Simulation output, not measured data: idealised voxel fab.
The process module presented herein is designated voxel wiring stack.
FYI the section here is cut, 270 nm wide, cells are 5 nm squares.
The cross-sections in this document take the form of a grid made of square cells. They are written out as bands, in order from top to bottom. Each band consists of one or more rows of cells. What a band's entry tells you: where the top is and where the bottom is, as heights in nm, and after that what lies inside, material by material from left to right, each with its width in nm. Empty space is written as the word "air", and a single material marked with the word "full width" occupies the band from edge to edge. Measure heights from 0. That's the level where, below it, the as-received wafer is all one material. The lowest band is bottomless and extends downward; write it as in "0 and below". A two-number width, for instance "30->40", indicates that the width is equal to the first number in the top row of the band and to the second number in the bottom row, and that it changes by a constant amount per row of cells. When a step is marked "remained the same", none of the cells in the cross-section changed during that step. Under "Closed voids list" you'll find the enclosed gaps, the ones with no way out to the top, that are 8 cells or bigger; each reads width x height at distance, with distance counted from the left edge, everything in nm. after a step's settings: what the simulator itself notes on the step. The setting "overlay nm" may be written on the line of a step. When the step uses a mask, the value reports how far to the right of the planned place the mask lay, and a negative value reports that it lay to the left.

[Intended process steps]
| 1 | RECEIVE,material Si |
| 2 | CONFORMAL_DEP,material SiO2,thk nm 15 |
| 3 | DIRECTIONAL_DEP,material TiN,thk nm 5 |
| 4 | DIRECTIONAL_DEP,material Ru,thk nm 20 |
| 5 | MASKED_ETCH,tone cover,mask id METAL_1,width nm 25,pitch nm 45,etch materials Ru,depth nm 20,overlay nm 0 |
| 6 | MASKED_ETCH,tone cover,mask id METAL_1,width nm 25,pitch nm 45,etch materials TiN,depth nm 5,overlay nm 0 |
| 7 | CONFORMAL_DEP,material SiCN,thk nm 5 |
| 8 | FILL_DEP,material SiO2,thk nm 10 |
| 9 | CMP,height nm 40 |
| 10 | CONFORMAL_DEP,material SiCN,thk nm 5 |
| 11 | DIRECTIONAL_DEP,material lowk,thk nm 30 |
| 12 | DIRECTIONAL_DEP,material aC,thk nm 10 |
| 13 | PATTERN,tone open,mask id METAL_2_HOLES,material resist,width nm 15,pitch nm 45,thk nm 25,overlay nm 0 |
| 14 | DIRECTIONAL_ETCH,etch materials aC,depth nm 10 |
| 15 | STRIP,etch materials resist |
| 16 | DIRECTIONAL_ETCH,etch materials lowk,depth nm 30 |
| 17 | STRIP,etch materials aC |
| 18 | MASKED_ETCH,tone open,mask id METAL_2,width nm 25,pitch nm 45,etch materials lowk,depth nm 15,overlay nm 0 |
| 19 | MASKED_ETCH,tone open,mask id METAL_2,width nm 25,pitch nm 45,etch materials SiCN,depth nm 5,overlay nm 0 |
| 20 | CONFORMAL_DEP,material TiN,thk nm 5 |
| 21 | FILL_DEP,material Ru,thk nm 10 |
| 22 | CMP,height nm 75 |
| 23 | CONFORMAL_DEP,material SiCN,thk nm 5 |
| 24 | DIRECTIONAL_DEP,material lowk,thk nm 10 |
| 25 | PATTERN,tone open,mask id PLUG_2,material resist,width nm 15,pitch nm 45,thk nm 20,overlay nm 0 |
| 26 | DIRECTIONAL_ETCH,etch materials lowk,depth nm 10 |
| 27 | DIRECTIONAL_ETCH,etch materials SiCN,depth nm 5 |
| 28 | STRIP,etch materials resist |
| 29 | EPI,material Ru,thk nm 10 |
| 30 | EPI,material Ru,thk nm 5 |
| 31 | DIRECTIONAL_DEP,material TiN,thk nm 5 |
| 32 | DIRECTIONAL_DEP,material W,thk nm 25 |
| 33 | MASKED_ETCH,tone cover,mask id METAL_3,width nm 25,pitch nm 45,etch materials W,depth nm 25,overlay nm 0 |
| 34 | MASKED_ETCH,tone cover,mask id METAL_3,width nm 25,pitch nm 45,etch materials TiN,depth nm 5,overlay nm 0 |
| 35 | FILL_DEP,material lowk,thk nm 10 |
| 36 | CMP,height nm 120 |
| 37 | CONFORMAL_DEP,material SiCN,thk nm 5 |

[First of two wafers, with the run carried out as planned]

[As-received wafer cross-section (after step 1)]
0 and below  Si full width
Closed voids list: none

[Take a look at the wafer's cross-section after step 2]
15 down to 0  SiO2 full width
Below 0, the layers are the same as they were.

[Take a look at the wafer's cross-section after step 3]
20 down to 15  TiN full width
Below 15, the layers are the same as they were.

[Take a look at the wafer's cross-section after step 4]
40 down to 20  Ru full width
Below 20, the layers are the same as they were.

[Take a look at the wafer's cross-section after step 5]
40 down to 20  75 air | 25 Ru | 20 air | 25 Ru | 20 air | 25 Ru | 80 air
Below 20, the layers are the same as they were.

[Take a look at the wafer's cross-section after step 6]
40 down to 20  75 air | 25 Ru | 20 air | 25 Ru | 20 air | 25 Ru | 80 air
20 down to 15  75 air | 25 TiN | 20 air | 25 TiN | 20 air | 25 TiN | 80 air
Below 15, the layers are the same as they were.

[Take a look at the wafer's cross-section after step 7]
45 down to 40  70 air | 35 SiCN | 10 air | 35 SiCN | 10 air | 35 SiCN | 75 air
40 down to 20  70 air | 5 SiCN | 25 Ru | 5 SiCN | 10 air | 5 SiCN | 25 Ru | 5 SiCN | 10 air | 5 SiCN | 25 Ru | 5 SiCN | 75 air
20 down to 15  75 SiCN | 25 TiN | 20 SiCN | 25 TiN | 20 SiCN | 25 TiN | 80 SiCN
Below 15, the layers are the same as they were.

[Take a look at the wafer's cross-section after step 8]
55 down to 45  SiO2 full width
45 down to 40  70 SiO2 | 35 SiCN | 10 SiO2 | 35 SiCN | 10 SiO2 | 35 SiCN | 75 SiO2
40 down to 20  70 SiO2 | 5 SiCN | 25 Ru | 5 SiCN | 10 SiO2 | 5 SiCN | 25 Ru | 5 SiCN | 10 SiO2 | 5 SiCN | 25 Ru | 5 SiCN | 75 SiO2
Below 20, the layers are the same as they were.

[Take a look at the wafer's cross-section after step 9]
40 down to 20  70 SiO2 | 5 SiCN | 25 Ru | 5 SiCN | 10 SiO2 | 5 SiCN | 25 Ru | 5 SiCN | 10 SiO2 | 5 SiCN | 25 Ru | 5 SiCN | 75 SiO2
Below 20, the layers are the same as they were.

[Take a look at the wafer's cross-section after step 10]
45 down to 40  SiCN full width
Below 40, the layers are the same as they were.

[Take a look at the wafer's cross-section after step 11]
75 down to 45  lowk full width
Below 45, the layers are the same as they were.

[Take a look at the wafer's cross-section after step 12]
85 down to 75  aC full width
Below 75, the layers are the same as they were.

[Take a look at the wafer's cross-section after step 13]
110 down to 85  75 resist | 15 air | 30 resist | 15 air | 30 resist | 15 air | 90 resist
Below 85, the layers are the same as they were.

[Take a look at the wafer's cross-section after step 14]
100 down to 85  75 resist | 15 air | 30 resist | 15 air | 30 resist | 15 air | 90 resist
85 down to 75  75 aC | 15 air | 30 aC | 15 air | 30 aC | 15 air | 90 aC
Below 75, the layers are the same as they were.

[Take a look at the wafer's cross-section after step 15]
85 down to 75  75 aC | 15 air | 30 aC | 15 air | 30 aC | 15 air | 90 aC
Below 75, the layers are the same as they were.

[Take a look at the wafer's cross-section after step 16]
85 down to 75  75 aC | 15 air | 30 aC | 15 air | 30 aC | 15 air | 90 aC
75 down to 45  75 lowk | 15 air | 30 lowk | 15 air | 30 lowk | 15 air | 90 lowk
Below 45, the layers are the same as they were.

[Take a look at the wafer's cross-section after step 17]
75 down to 45  75 lowk | 15 air | 30 lowk | 15 air | 30 lowk | 15 air | 90 lowk
Below 45, the layers are the same as they were.

[Take a look at the wafer's cross-section after step 18]
75 down to 60  75 lowk | 25 air | 20 lowk | 25 air | 20 lowk | 25 air | 80 lowk
Below 60, the layers are the same as they were.

[Take a look at the wafer's cross-section after step 19]
75 down to 60  75 lowk | 25 air | 20 lowk | 25 air | 20 lowk | 25 air | 80 lowk
60 down to 45  75 lowk | 15 air | 30 lowk | 15 air | 30 lowk | 15 air | 90 lowk
45 down to 40  75 SiCN | 15 air | 30 SiCN | 15 air | 30 SiCN | 15 air | 90 SiCN
Below 40, the layers are the same as they were.

[Take a look at the wafer's cross-section after step 20]
80 down to 75  80 TiN | 15 air | 30 TiN | 15 air | 30 TiN | 15 air | 85 TiN
75 down to 65  75 lowk | 5 TiN | 15 air | 5 TiN | 20 lowk | 5 TiN | 15 air | 5 TiN | 20 lowk | 5 TiN | 15 air | 5 TiN | 80 lowk
65 down to 60  75 lowk | 5 TiN | 5 air | 15 TiN | 20 lowk | 5 TiN | 5 air | 15 TiN | 20 lowk | 5 TiN | 5 air | 15 TiN | 80 lowk
60 down to 45  75 lowk | 5 TiN | 5 air | 5 TiN | 30 lowk | 5 TiN | 5 air | 5 TiN | 30 lowk | 5 TiN | 5 air | 5 TiN | 90 lowk
45 down to 40  75 SiCN | 15 TiN | 30 SiCN | 15 TiN | 30 SiCN | 15 TiN | 90 SiCN
Below 40, the layers are the same as they were.

[Take a look at the wafer's cross-section after step 21]
90 down to 80  Ru full width
80 down to 75  80 TiN | 15 Ru | 30 TiN | 15 Ru | 30 TiN | 15 Ru | 85 TiN
75 down to 65  75 lowk | 5 TiN | 15 Ru | 5 TiN | 20 lowk | 5 TiN | 15 Ru | 5 TiN | 20 lowk | 5 TiN | 15 Ru | 5 TiN | 80 lowk
65 down to 60  75 lowk | 5 TiN | 5 Ru | 15 TiN | 20 lowk | 5 TiN | 5 Ru | 15 TiN | 20 lowk | 5 TiN | 5 Ru | 15 TiN | 80 lowk
60 down to 45  75 lowk | 5 TiN | 5 Ru | 5 TiN | 30 lowk | 5 TiN | 5 Ru | 5 TiN | 30 lowk | 5 TiN | 5 Ru | 5 TiN | 90 lowk
Below 45, the layers are the same as they were.

[Take a look at the wafer's cross-section after step 22]
75 down to 65  75 lowk | 5 TiN | 15 Ru | 5 TiN | 20 lowk | 5 TiN | 15 Ru | 5 TiN | 20 lowk | 5 TiN | 15 Ru | 5 TiN | 80 lowk
Below 65, the layers are the same as they were.

[Take a look at the wafer's cross-section after step 23]
80 down to 75  SiCN full width
Below 75, the layers are the same as they were.

[Take a look at the wafer's cross-section after step 24]
90 down to 80  lowk full width
Below 80, the layers are the same as they were.

[Take a look at the wafer's cross-section after step 25]
110 down to 90  75 resist | 15 air | 30 resist | 15 air | 30 resist | 15 air | 90 resist
Below 90, the layers are the same as they were.

[Take a look at the wafer's cross-section after step 26]
110 down to 90  75 resist | 15 air | 30 resist | 15 air | 30 resist | 15 air | 90 resist
90 down to 80  75 lowk | 15 air | 30 lowk | 15 air | 30 lowk | 15 air | 90 lowk
Below 80, the layers are the same as they were.

[Take a look at the wafer's cross-section after step 27]
110 down to 90  75 resist | 15 air | 30 resist | 15 air | 30 resist | 15 air | 90 resist
90 down to 80  75 lowk | 15 air | 30 lowk | 15 air | 30 lowk | 15 air | 90 lowk
80 down to 75  75 SiCN | 15 air | 30 SiCN | 15 air | 30 SiCN | 15 air | 90 SiCN
Below 75, the layers are the same as they were.

[Take a look at the wafer's cross-section after step 28]
90 down to 80  75 lowk | 15 air | 30 lowk | 15 air | 30 lowk | 15 air | 90 lowk
Below 80, the layers are the same as they were.

[Take a look at the wafer's cross-section after step 29]
90 down to 85  75 lowk | 15 air | 30 lowk | 15 air | 30 lowk | 15 air | 90 lowk
85 down to 80  75 lowk | 15 Ru | 30 lowk | 15 Ru | 30 lowk | 15 Ru | 90 lowk
80 down to 75  75 SiCN | 15 Ru | 30 SiCN | 15 Ru | 30 SiCN | 15 Ru | 90 SiCN
Below 75, the layers are the same as they were.

[Take a look at the wafer's cross-section after step 30]
90 down to 80  75 lowk | 15 Ru | 30 lowk | 15 Ru | 30 lowk | 15 Ru | 90 lowk
Below 80, the layers are the same as they were.

[Take a look at the wafer's cross-section after step 31]
95 down to 90  TiN full width
Below 90, the layers are the same as they were.

[Take a look at the wafer's cross-section after step 32]
120 down to 95  W full width
Below 95, the layers are the same as they were.

[Take a look at the wafer's cross-section after step 33]
120 down to 95  75 air | 25 W | 20 air | 25 W | 20 air | 25 W | 80 air
Below 95, the layers are the same as they were.

[Take a look at the wafer's cross-section after step 34]
120 down to 95  75 air | 25 W | 20 air | 25 W | 20 air | 25 W | 80 air
95 down to 90  75 air | 25 TiN | 20 air | 25 TiN | 20 air | 25 TiN | 80 air
Below 90, the layers are the same as they were.

[Take a look at the wafer's cross-section after step 35]
130 down to 120  lowk full width
120 down to 95  75 lowk | 25 W | 20 lowk | 25 W | 20 lowk | 25 W | 80 lowk
95 down to 90  75 lowk | 25 TiN | 20 lowk | 25 TiN | 20 lowk | 25 TiN | 80 lowk
Below 90, the layers are the same as they were.

[Take a look at the wafer's cross-section after step 36]
120 down to 95  75 lowk | 25 W | 20 lowk | 25 W | 20 lowk | 25 W | 80 lowk
Below 95, the layers are the same as they were.

[Take a look at the wafer's cross-section after step 37]
125 down to 120  SiCN full width
Below 120, the layers are the same as they were.

[Companion wafer, the second of two: same beginning, same intended sequence, one mistake in carrying it out; through step 12 inclusive it tracks the first exactly]

[Cross-section: second wafer, time at which step 13 was scheduled to end]
110 down to 85  85 resist | 15 air | 30 resist | 15 air | 30 resist | 15 air | 80 resist
Below 85, the layers are the same as they were.

[Cross-section: second wafer, time at which step 14 was scheduled to end]
100 down to 85  85 resist | 15 air | 30 resist | 15 air | 30 resist | 15 air | 80 resist
85 down to 75  85 aC | 15 air | 30 aC | 15 air | 30 aC | 15 air | 80 aC
Below 75, the layers are the same as they were.

[Cross-section: second wafer, time at which step 15 was scheduled to end]
85 down to 75  85 aC | 15 air | 30 aC | 15 air | 30 aC | 15 air | 80 aC
Below 75, the layers are the same as they were.

[Cross-section: second wafer, time at which step 16 was scheduled to end]
85 down to 75  85 aC | 15 air | 30 aC | 15 air | 30 aC | 15 air | 80 aC
75 down to 45  85 lowk | 15 air | 30 lowk | 15 air | 30 lowk | 15 air | 80 lowk
Below 45, the layers are the same as they were.

[Cross-section: second wafer, time at which step 17 was scheduled to end]
75 down to 45  85 lowk | 15 air | 30 lowk | 15 air | 30 lowk | 15 air | 80 lowk
Below 45, the layers are the same as they were.

[Cross-section: second wafer, time at which step 18 was scheduled to end]
75 down to 60  75 lowk | 25 air | 20 lowk | 25 air | 20 lowk | 25 air | 80 lowk
Below 60, the layers are the same as they were.

[Cross-section: second wafer, time at which step 19 was scheduled to end]
75 down to 60  75 lowk | 25 air | 20 lowk | 25 air | 20 lowk | 25 air | 80 lowk
60 down to 45  85 lowk | 15 air | 30 lowk | 15 air | 30 lowk | 15 air | 80 lowk
45 down to 40  85 SiCN | 15 air | 30 SiCN | 15 air | 30 SiCN | 15 air | 80 SiCN
Below 40, the layers are the same as they were.

[Cross-section: second wafer, time at which step 20 was scheduled to end]
80 down to 75  80 TiN | 15 air | 30 TiN | 15 air | 30 TiN | 15 air | 85 TiN
75 down to 65  75 lowk | 5 TiN | 15 air | 5 TiN | 20 lowk | 5 TiN | 15 air | 5 TiN | 20 lowk | 5 TiN | 15 air | 5 TiN | 80 lowk
65 down to 60  75 lowk | 15 TiN | 5 air | 5 TiN | 20 lowk | 15 TiN | 5 air | 5 TiN | 20 lowk | 15 TiN | 5 air | 5 TiN | 80 lowk
60 down to 45  85 lowk | 5 TiN | 5 air | 5 TiN | 30 lowk | 5 TiN | 5 air | 5 TiN | 30 lowk | 5 TiN | 5 air | 5 TiN | 80 lowk
45 down to 40  85 SiCN | 15 TiN | 30 SiCN | 15 TiN | 30 SiCN | 15 TiN | 80 SiCN
Below 40, the layers are the same as they were.

[Cross-section: second wafer, time at which step 21 was scheduled to end]
90 down to 80  Ru full width
80 down to 75  80 TiN | 15 Ru | 30 TiN | 15 Ru | 30 TiN | 15 Ru | 85 TiN
75 down to 65  75 lowk | 5 TiN | 15 Ru | 5 TiN | 20 lowk | 5 TiN | 15 Ru | 5 TiN | 20 lowk | 5 TiN | 15 Ru | 5 TiN | 80 lowk
65 down to 60  75 lowk | 15 TiN | 5 Ru | 5 TiN | 20 lowk | 15 TiN | 5 Ru | 5 TiN | 20 lowk | 15 TiN | 5 Ru | 5 TiN | 80 lowk
60 down to 45  85 lowk | 5 TiN | 5 Ru | 5 TiN | 30 lowk | 5 TiN | 5 Ru | 5 TiN | 30 lowk | 5 TiN | 5 Ru | 5 TiN | 80 lowk
Below 45, the layers are the same as they were.

[Cross-section: second wafer, time at which step 22 was scheduled to end]
75 down to 65  75 lowk | 5 TiN | 15 Ru | 5 TiN | 20 lowk | 5 TiN | 15 Ru | 5 TiN | 20 lowk | 5 TiN | 15 Ru | 5 TiN | 80 lowk
Below 65, the layers are the same as they were.

[Cross-section: second wafer, time at which step 23 was scheduled to end]
80 down to 75  SiCN full width
Below 75, the layers are the same as they were.

[Cross-section: second wafer, time at which step 24 was scheduled to end]
90 down to 80  lowk full width
Below 80, the layers are the same as they were.

[Cross-section: second wafer, time at which step 25 was scheduled to end]
110 down to 90  75 resist | 15 air | 30 resist | 15 air | 30 resist | 15 air | 90 resist
Below 90, the layers are the same as they were.

[Cross-section: second wafer, time at which step 26 was scheduled to end]
110 down to 90  75 resist | 15 air | 30 resist | 15 air | 30 resist | 15 air | 90 resist
90 down to 80  75 lowk | 15 air | 30 lowk | 15 air | 30 lowk | 15 air | 90 lowk
Below 80, the layers are the same as they were.

[Cross-section: second wafer, time at which step 27 was scheduled to end]
110 down to 90  75 resist | 15 air | 30 resist | 15 air | 30 resist | 15 air | 90 resist
90 down to 80  75 lowk | 15 air | 30 lowk | 15 air | 30 lowk | 15 air | 90 lowk
80 down to 75  75 SiCN | 15 air | 30 SiCN | 15 air | 30 SiCN | 15 air | 90 SiCN
Below 75, the layers are the same as they were.

[Cross-section: second wafer, time at which step 28 was scheduled to end]
90 down to 80  75 lowk | 15 air | 30 lowk | 15 air | 30 lowk | 15 air | 90 lowk
Below 80, the layers are the same as they were.

[Cross-section: second wafer, time at which step 29 was scheduled to end]
90 down to 85  75 lowk | 15 air | 30 lowk | 15 air | 30 lowk | 15 air | 90 lowk
85 down to 80  75 lowk | 15 Ru | 30 lowk | 15 Ru | 30 lowk | 15 Ru | 90 lowk
80 down to 75  75 SiCN | 15 Ru | 30 SiCN | 15 Ru | 30 SiCN | 15 Ru | 90 SiCN
Below 75, the layers are the same as they were.

[Cross-section: second wafer, time at which step 30 was scheduled to end]
90 down to 80  75 lowk | 15 Ru | 30 lowk | 15 Ru | 30 lowk | 15 Ru | 90 lowk
Below 80, the layers are the same as they were.

[Cross-section: second wafer, time at which step 31 was scheduled to end]
95 down to 90  TiN full width
Below 90, the layers are the same as they were.

[Cross-section: second wafer, time at which step 32 was scheduled to end]
120 down to 95  W full width
Below 95, the layers are the same as they were.

[Cross-section: second wafer, time at which step 33 was scheduled to end]
120 down to 95  75 air | 25 W | 20 air | 25 W | 20 air | 25 W | 80 air
Below 95, the layers are the same as they were.

[Cross-section: second wafer, time at which step 34 was scheduled to end]
120 down to 95  75 air | 25 W | 20 air | 25 W | 20 air | 25 W | 80 air
95 down to 90  75 air | 25 TiN | 20 air | 25 TiN | 20 air | 25 TiN | 80 air
Below 90, the layers are the same as they were.

[Cross-section: second wafer, time at which step 35 was scheduled to end]
130 down to 120  lowk full width
120 down to 95  75 lowk | 25 W | 20 lowk | 25 W | 20 lowk | 25 W | 80 lowk
95 down to 90  75 lowk | 25 TiN | 20 lowk | 25 TiN | 20 lowk | 25 TiN | 80 lowk
Below 90, the layers are the same as they were.

[Cross-section: second wafer, time at which step 36 was scheduled to end]
120 down to 95  75 lowk | 25 W | 20 lowk | 25 W | 20 lowk | 25 W | 80 lowk
Below 95, the layers are the same as they were.

[Cross-section: second wafer, time at which step 37 was scheduled to end]
125 down to 120  SiCN full width
Below 120, the layers are the same as they were.
Which mistake was made when the wafer was run? the process deviated at step 13: the operation and settings actually run there were PATTERN,tone open,mask id METAL_2_HOLES,material resist,width nm 15,pitch nm 45,thk nm 25,overlay nm 10
The two final wafers agree on how many cells each material fills and disagree on which cells those are.
